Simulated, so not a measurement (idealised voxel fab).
Process module name: voxel capacitor over wiring
Displayed cross-section: cut, width of 270 nm, square cells sized 5 nm.
A cross-section is a grid of square cells, given in bands from the top down. A band is one or more rows of cells.
Read a band's entry like this: the first values are the height of its top and the height of its bottom in nm, and what follows is the sequence of materials from left to right, each with its width in nm. Note that "air" is empty space, and that a single material marked "edge to edge" reaches across the band from edge to edge.
The level at which height equals 0 is the one under which the wafer, as it arrives, is entirely one material. No lower edge exists for the bottom band, which continues downward and is notated as in "0 down".
The width entry "30->40" should be interpreted row by row: the top row of cells in the band takes the first number, the bottom row takes the second number, and the change between adjacent rows is uniform throughout.
No cell of the cross-section changed in a step that is given as "no modification".
Voids not open to the top, 8 cells minimum: see "Catalogued sealed voids". Written width x height at distance; distance is from the left edge; nm.
It should be noted that, on the line of a given step, the content following the step's settings is a remark produced by the simulator itself with respect to that step.
overlay nm: where the mask lay relative to plan, measured to the right, on steps with a mask; negatives go left.

-- Steps planned for the process
1) RECEIVE [material Si]
2) CONFORMAL_DEP [material SiO2] [thk nm 15]
3) CONFORMAL_DEP [material SiN] [thk nm 5]
4) DIRECTIONAL_DEP [material lowk] [thk nm 20]
5) DIRECTIONAL_DEP [material aC] [thk nm 10]
6) PATTERN [tone open] [mask id METAL_1] [material resist] [width nm 20] [pitch nm 75] [thk nm 30] [overlay nm 0]
7) DIRECTIONAL_ETCH [etch materials aC] [depth nm 10]
8) STRIP [etch materials resist]
9) DIRECTIONAL_ETCH [etch materials lowk] [depth nm 20]
10) DIRECTIONAL_ETCH [etch materials SiN] [depth nm 5]
11) STRIP [etch materials aC]
12) CONFORMAL_DEP [material TiN] [thk nm 5]
13) FILL_DEP [material W] [thk nm 10]
14) CMP [height nm 40]
15) EPI [material Ru] [thk nm 5]
16) FILL_DEP [material SiCN] [thk nm 5]
17) DIRECTIONAL_DEP [material lowk] [thk nm 20]
18) DIRECTIONAL_DEP [material aC] [thk nm 15]
19) PATTERN [tone open] [mask id PLUG_1] [material resist] [width nm 15] [thk nm 35] [overlay nm 0]
20) DIRECTIONAL_ETCH [etch materials aC] [depth nm 15]
21) STRIP [etch materials resist]
22) DIRECTIONAL_ETCH [etch materials lowk] [depth nm 20]
23) DIRECTIONAL_ETCH [etch materials SiCN] [depth nm 5]
24) STRIP [etch materials aC]
25) CONFORMAL_DEP [material TiN] [thk nm 5]
26) FILL_DEP [material W] [thk nm 10]
27) CMP [height nm 70]
28) DIRECTIONAL_DEP [material TiN] [thk nm 10]
29) DIRECTIONAL_DEP [material SiN] [thk nm 5]
30) DIRECTIONAL_DEP [material TiN] [thk nm 5]
31) MASKED_ETCH [tone cover] [mask id UPPER_PLATE] [width nm 60] [etch materials TiN] [depth nm 5] [overlay nm 0]
32) MASKED_ETCH [tone cover] [mask id UPPER_PLATE] [width nm 60] [etch materials SiN] [depth nm 5] [overlay nm 0]
33) PATTERN [tone cover] [mask id LOWER_PLATE] [material resist] [width nm 70] [thk nm 15] [overlay nm 0]
34) DIRECTIONAL_ETCH [etch materials TiN] [depth nm 10]
35) STRIP [etch materials resist]
36) FILL_DEP [material SiO2] [thk nm 15]
37) CMP [height nm 100]
38) DIRECTIONAL_DEP [material aC] [thk nm 10]
39) PATTERN [tone open] [mask id PLUG_2] [material resist] [width nm 15] [thk nm 30] [overlay nm 0]
40) DIRECTIONAL_ETCH [etch materials aC] [depth nm 10]
41) STRIP [etch materials resist]
42) DIRECTIONAL_ETCH [etch materials SiO2] [depth nm 10]
43) STRIP [etch materials aC]
44) CONFORMAL_DEP [material TiN] [thk nm 5]
45) FILL_DEP [material Ru] [thk nm 10]
46) CMP [height nm 100]
47) CONFORMAL_DEP [material SiN] [thk nm 5]

-- Shown in cross-section is the wafer as received, that is, as it stands after step 1
	0 down = Si edge to edge
	Catalogued sealed voids: none

-- a wafer at the end: this start, this plan, one mistake
	105 to 100 = SiN edge to edge
	100 to 95 = SiO2: 100  TiN: 5  Ru: 5  TiN: 5  SiO2: 155
	95 to 85 = SiO2: 100->95  TiN: 15->55  SiO2: 155->120
	85 to 80 = SiO2: 90  SiN: 60  SiO2: 120
	80 to 70 = SiO2: 85  TiN: 70  SiO2: 115
	70 to 50 = lowk: 90  TiN: 5  W: 5  TiN: 5  lowk: 165
	50 to 45 = SiCN: 90  TiN: 15  SiCN: 165
	45 to 40 = SiCN: 80  Ru: 30  SiCN: 45  Ru: 30  SiCN: 85
	40 to 20 = lowk: 85  TiN: 5  W: 10  TiN: 5  lowk: 55  TiN: 5  W: 10  TiN: 5  lowk: 90
	20 to 15 = SiN: 85  TiN: 20  SiN: 55  TiN: 20  SiN: 90
	15 to 0 = SiO2 edge to edge
	0 down = Si edge to edge
	Catalogued sealed voids: none
Deviation from plan: for step 31, the planned setting was not used; the step was instead run as MASKED_ETCH [tone cover] [mask id UPPER_PLATE] [width nm 55] [etch materials TiN] [depth nm 5] [overlay nm 0]
